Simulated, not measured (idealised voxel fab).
Module name: voxel ribs on slabs (process module)
Square cell edge 5 nm, section width 280 nm, ID cut.
We lay out every cross-section as a grid of square cells and spell it out in bands from the top down, where one band means one or more rows of cells. Heads up on the band format: heights come first, top then bottom, in nm. After that it's the materials left to right, each with its width in nm. A single material flagged "edge to edge" fills the whole band edge to edge, and "air" means there's empty space there. Below 0: as-received wafer, all one material; heights counted from there. Lowest band: no bottom, goes on down, written "0 and below". It should be noted that a width expressed as "30->40" varies in equal increments from row to row of cells within the band, taking the value of the first number at the top row and that of the second number at the bottom row. Reading "left unchanged" for a step: not a cell of the cross-section changed in it. "Encapsulated voids" means: voids of 8 cells or more that are shut off from the top with no open way through. Written width x height at distance, distance from the left edge, in nm. Step line, after settings: the simulator's comment on this step. overlay nm, on a step with a mask: how far to the right of its planned place the mask lay; to the left if negative.
-- The planned process steps are enumerated hereunder
1: RECEIVE | material Si
2: DIRECTIONAL_DEP | material SiO2 | thk nm 20
3: DIRECTIONAL_DEP | material SiN | thk nm 15
4: PATTERN | tone cover | mask id RIB | material resist | width nm 15 | thk nm 15 | overlay nm 0
5: DIRECTIONAL_ETCH | etch materials SiN | depth nm 5
6: STRIP | etch materials resist
7: DIRECTIONAL_DEP | material aC | thk nm 10
8: PATTERN | tone cover | mask id SLAB | material resist | width nm 65 | thk nm 25 | overlay nm 0
9: DIRECTIONAL_ETCH | etch materials aC | depth nm 10
10: STRIP | etch materials resist
11: DIRECTIONAL_ETCH | etch materials SiN | depth nm 10
12: STRIP | etch materials aC
13: FILL_DEP | material SiO2 | thk nm 15
14: CMP | height nm 45
15: DIRECTIONAL_DEP | material W | thk nm 5
16: PATTERN | tone cover | mask id HEATER | material resist | width nm 25 | thk nm 20 | overlay nm 0
17: DIRECTIONAL_ETCH | etch materials W | depth nm 5
18: STRIP | etch materials resist
19: CONFORMAL_DEP | material SiO2 | thk nm 5
-- First wafer, two in total, run as planned
-- So this is the incoming wafer in cross-section - it's already been through step 1
    0 and below | Si edge to edge
    Encapsulated voids: none
-- Cross-sectional representation of the wafer at the conclusion of step 2
    20 down to 0 | SiO2 edge to edge
    Unchanged below 0.
-- Cross-sectional representation of the wafer at the conclusion of step 3
    35 down to 20 | SiN edge to edge
    Unchanged below 20.
-- Cross-sectional representation of the wafer at the conclusion of step 4
    50 down to 35 | air (130); resist (15); air (135)
    Unchanged below 35.
-- Cross-sectional representation of the wafer at the conclusion of step 5
    50 down to 35 | air (130); resist (15); air (135)
    35 down to 30 | air (130); SiN (15); air (135)
    Unchanged below 30.
-- Cross-sectional representation of the wafer at the conclusion of step 6
    35 down to 30 | air (130); SiN (15); air (135)
    Unchanged below 30.
-- Cross-sectional representation of the wafer at the conclusion of step 7
    45 down to 40 | air (130); aC (15); air (135)
    40 down to 35 | aC edge to edge
    35 down to 30 | aC (130); SiN (15); aC (135)
    Unchanged below 30.
-- Cross-sectional representation of the wafer at the conclusion of step 8
    70 down to 45 | air (105); resist (65); air (110)
    45 down to 40 | air (105); resist (25); aC (15); resist (25); air (110)
    Unchanged below 40.
-- Cross-sectional representation of the wafer at the conclusion of step 9
    60 down to 45 | air (105); resist (65); air (110)
    45 down to 40 | air (105); resist (25); aC (15); resist (25); air (110)
    40 down to 35 | air (105); aC (65); air (110)
    35 down to 30 | air (105); aC (25); SiN (15); aC (25); air (110)
    Unchanged below 30.
-- Cross-sectional representation of the wafer at the conclusion of step 10
    45 down to 35 | air (130->105); aC (15->65); air (135->110)
    Unchanged below 35.
-- Cross-sectional representation of the wafer at the conclusion of step 11
    45 down to 35 | air (130->105); aC (15->65); air (135->110)
    35 down to 30 | air (105); aC (25); SiN (15); aC (25); air (110)
    30 down to 20 | air (105); SiN (65); air (110)
    Unchanged below 20.
-- Cross-sectional representation of the wafer at the conclusion of step 12
    35 down to 30 | air (130); SiN (15); air (135)
    Unchanged below 30.
-- Cross-sectional representation of the wafer at the conclusion of step 13
    50 down to 35 | SiO2 edge to edge
    35 down to 30 | SiO2 (130); SiN (15); SiO2 (135)
    30 down to 20 | SiO2 (105); SiN (65); SiO2 (110)
    Unchanged below 20.
-- Cross-sectional representation of the wafer at the conclusion of step 14
    45 down to 35 | SiO2 edge to edge
    Unchanged below 35.
-- Cross-sectional representation of the wafer at the conclusion of step 15
    50 down to 45 | W edge to edge
    Unchanged below 45.
-- Cross-sectional representation of the wafer at the conclusion of step 16
    70 down to 50 | air (125); resist (25); air (130)
    Unchanged below 50.
-- Cross-sectional representation of the wafer at the conclusion of step 17
    70 down to 50 | air (125); resist (25); air (130)
    50 down to 45 | air (125); W (25); air (130)
    Unchanged below 45.
-- Cross-sectional representation of the wafer at the conclusion of step 18
    50 down to 45 | air (125); W (25); air (130)
    Unchanged below 45.
-- Cross-sectional representation of the wafer at the conclusion of step 19
    55 down to 50 | air (120); SiO2 (35); air (125)
    50 down to 45 | SiO2 (125); W (25); SiO2 (130)
    Unchanged below 45.
-- Okay, second wafer. Nothing different at the start, nothing different in the plan, just one mistake somewhere in the running. As far as step 14, counting that step, it's the first wafer all over again
-- Cross-sectional representation of the second wafer at the time designated in the plan for the completion of step 15
    50 down to 45 | SiN edge to edge
    Unchanged below 45.
-- Cross-sectional representation of the second wafer at the time designated in the plan for the completion of step 16
    70 down to 50 | air (125); resist (25); air (130)
    Unchanged below 50.
Cross-sectional representation of the second wafer at the time designated in the plan for the completion of step 17: left unchanged
-- Cross-sectional representation of the second wafer at the time designated in the plan for the completion of step 18
    50 down to 45 | SiN edge to edge
    Unchanged below 45.
-- Cross-sectional representation of the second wafer at the time designated in the plan for the completion of step 19
    55 down to 50 | SiO2 edge to edge
    Unchanged below 50.
The mistake made against the process plan was this: step 15 did not happen as planned, as run it was DIRECTIONAL_DEP | material SiN | thk nm 5
Wafer comparison, final, in cells, second relative to first, materials more or fewer: +56 SiN, -2 SiO2, -5 W
